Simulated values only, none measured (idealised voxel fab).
Process module in this document: voxel ribs on slabs
Section cut is 205 nm wide and gridded with 5 nm square cells.
Cross-section spec: square-cell grid; bands listed top down; each band is one or more rows.
Band: top and bottom heights (nm) first, top before bottom; then materials from left to right, widths in nm. "all across" marks a sole material filling the band edge to edge. "empty" denotes empty space.
Heights from 0 (as-received wafer is one material below). Bottom band endless downward, as "from 0 down".
Width: "30 to 40" (first number = top row, second number = bottom row, same change from row to row of cells).
"nothing changed" means the step left every cell of the cross-section as it was.
Basically, "Unvented internal voids" tells you about the enclosed voids: empty spaces with no open way to the top, 8 cells or bigger, each written width x height at distance, where distance is from the left edge, all in nm.
Note: text after step settings on the step line = simulator remark on that step.
overlay nm: right-of-plan distance of the mask on a masked step; negative values mean left-of-plan.

# The following list gives the planned process steps
1: RECEIVE (material Si)
2: DIRECTIONAL_DEP (material SiO2; thk nm 30)
3: DIRECTIONAL_DEP (material polySi; thk nm 25)
4: MASKED_ETCH (tone cover; mask id RIB; width nm 30; etch materials polySi; depth nm 5; overlay nm 0)
5: DIRECTIONAL_DEP (material aC; thk nm 15)
6: PATTERN (tone cover; mask id SLAB; material resist; width nm 70; thk nm 35; overlay nm 0)
7: DIRECTIONAL_ETCH (etch materials aC; depth nm 15)
8: STRIP (etch materials resist)
9: DIRECTIONAL_ETCH (etch materials polySi; depth nm 20)
10: STRIP (etch materials aC)
11: FILL_DEP (material SiO2; thk nm 25)
12: CMP (height nm 70)
13: DIRECTIONAL_DEP (material W; thk nm 10)
14: MASKED_ETCH (tone cover; mask id HEATER; width nm 40; etch materials W; depth nm 10; overlay nm 0)
15: CONFORMAL_DEP (material SiN; thk nm 5)

# The first of the two wafers, which ran as planned

# Cross-sectional view of the wafer in its as-received condition, corresponding to the state after step 1
from 0 down  Si all across
Unvented internal voids: none

# Presented here is a cross-section of the wafer after step 2 has been performed
from 30 to 0  SiO2 all across
Everything below 0 is unchanged.

# Presented here is a cross-section of the wafer after step 3 has been performed
from 55 to 30  polySi all across
Everything below 30 is unchanged.

# Presented here is a cross-section of the wafer after step 4 has been performed
from 55 to 50  empty=85  polySi=30  empty=90
Everything below 50 is unchanged.

# Presented here is a cross-section of the wafer after step 5 has been performed
from 70 to 65  empty=85  aC=30  empty=90
from 65 to 55  aC all across
from 55 to 50  aC=85  polySi=30  aC=90
Everything below 50 is unchanged.

# Presented here is a cross-section of the wafer after step 6 has been performed
from 105 to 70  empty=65  resist=70  empty=70
from 70 to 65  empty=65  resist=20  aC=30  resist=20  empty=70
Everything below 65 is unchanged.

# Presented here is a cross-section of the wafer after step 7 has been performed
from 90 to 70  empty=65  resist=70  empty=70
from 70 to 65  empty=65  resist=20  aC=30  resist=20  empty=70
from 65 to 55  empty=65  aC=70  empty=70
from 55 to 50  empty=65  aC=20  polySi=30  aC=20  empty=70
Everything below 50 is unchanged.

# Presented here is a cross-section of the wafer after step 8 has been performed
from 70 to 65  empty=85  aC=30  empty=90
Everything below 65 is unchanged.

# Presented here is a cross-section of the wafer after step 9 has been performed
from 70 to 65  empty=85  aC=30  empty=90
from 65 to 55  empty=65  aC=70  empty=70
from 55 to 50  empty=65  aC=20  polySi=30  aC=20  empty=70
from 50 to 30  empty=65  polySi=70  empty=70
Everything below 30 is unchanged.

# Presented here is a cross-section of the wafer after step 10 has been performed
from 55 to 50  empty=85  polySi=30  empty=90
Everything below 50 is unchanged.

# Presented here is a cross-section of the wafer after step 11 has been performed
from 80 to 55  SiO2 all across
from 55 to 50  SiO2=85  polySi=30  SiO2=90
from 50 to 30  SiO2=65  polySi=70  SiO2=70
Everything below 30 is unchanged.

# Presented here is a cross-section of the wafer after step 12 has been performed
from 70 to 55  SiO2 all across
Everything below 55 is unchanged.

# Presented here is a cross-section of the wafer after step 13 has been performed
from 80 to 70  W all across
Everything below 70 is unchanged.

# Presented here is a cross-section of the wafer after step 14 has been performed
from 80 to 70  empty=80  W=40  empty=85
Everything below 70 is unchanged.

# Presented here is a cross-section of the wafer after step 15 has been performed
from 85 to 80  empty=75  SiN=50  empty=80
from 80 to 75  empty=75  SiN=5  W=40  SiN=5  empty=80
from 75 to 70  SiN=80  W=40  SiN=85
Everything below 70 is unchanged.

# Wafer two. Same start, same plan, one slip in execution. Same as wafer one through step 5, inclusive

# X-section, second wafer, when step 6 was due to finish
from 105 to 70  empty=60  resist=80  empty=65
from 70 to 65  empty=60  resist=25  aC=30  resist=25  empty=65
Everything below 65 is unchanged.

# X-section, second wafer, when step 7 was due to finish
from 90 to 70  empty=60  resist=80  empty=65
from 70 to 65  empty=60  resist=25  aC=30  resist=25  empty=65
from 65 to 55  empty=60  aC=80  empty=65
from 55 to 50  empty=60  aC=25  polySi=30  aC=25  empty=65
Everything below 50 is unchanged.

# X-section, second wafer, when step 8 was due to finish
from 70 to 65  empty=85  aC=30  empty=90
Everything below 65 is unchanged.

# X-section, second wafer, when step 9 was due to finish
from 70 to 65  empty=85  aC=30  empty=90
from 65 to 55  empty=60  aC=80  empty=65
from 55 to 50  empty=60  aC=25  polySi=30  aC=25  empty=65
from 50 to 30  empty=60  polySi=80  empty=65
Everything below 30 is unchanged.

# X-section, second wafer, when step 10 was due to finish
from 55 to 50  empty=85  polySi=30  empty=90
Everything below 50 is unchanged.

# X-section, second wafer, when step 11 was due to finish
from 80 to 55  SiO2 all across
from 55 to 50  SiO2=85  polySi=30  SiO2=90
from 50 to 30  SiO2=60  polySi=80  SiO2=65
Everything below 30 is unchanged.

# X-section, second wafer, when step 12 was due to finish
from 70 to 55  SiO2 all across
Everything below 55 is unchanged.

# X-section, second wafer, when step 13 was due to finish
from 80 to 70  W all across
Everything below 70 is unchanged.

# X-section, second wafer, when step 14 was due to finish
from 80 to 70  empty=80  W=40  empty=85
Everything below 70 is unchanged.

# X-section, second wafer, when step 15 was due to finish
from 85 to 80  empty=75  SiN=50  empty=80
from 80 to 75  empty=75  SiN=5  W=40  SiN=5  empty=80
from 75 to 70  SiN=80  W=40  SiN=85
Everything below 70 is unchanged.
Misprocessing identified: planned and actual differ for step 6; actual: PATTERN (tone cover; mask id SLAB; material resist; width nm 80; thk nm 35; overlay nm 0)
FYI, end of process, the second wafer has more or fewer cells of some materials than the first: SiO2 -8; polySi +8
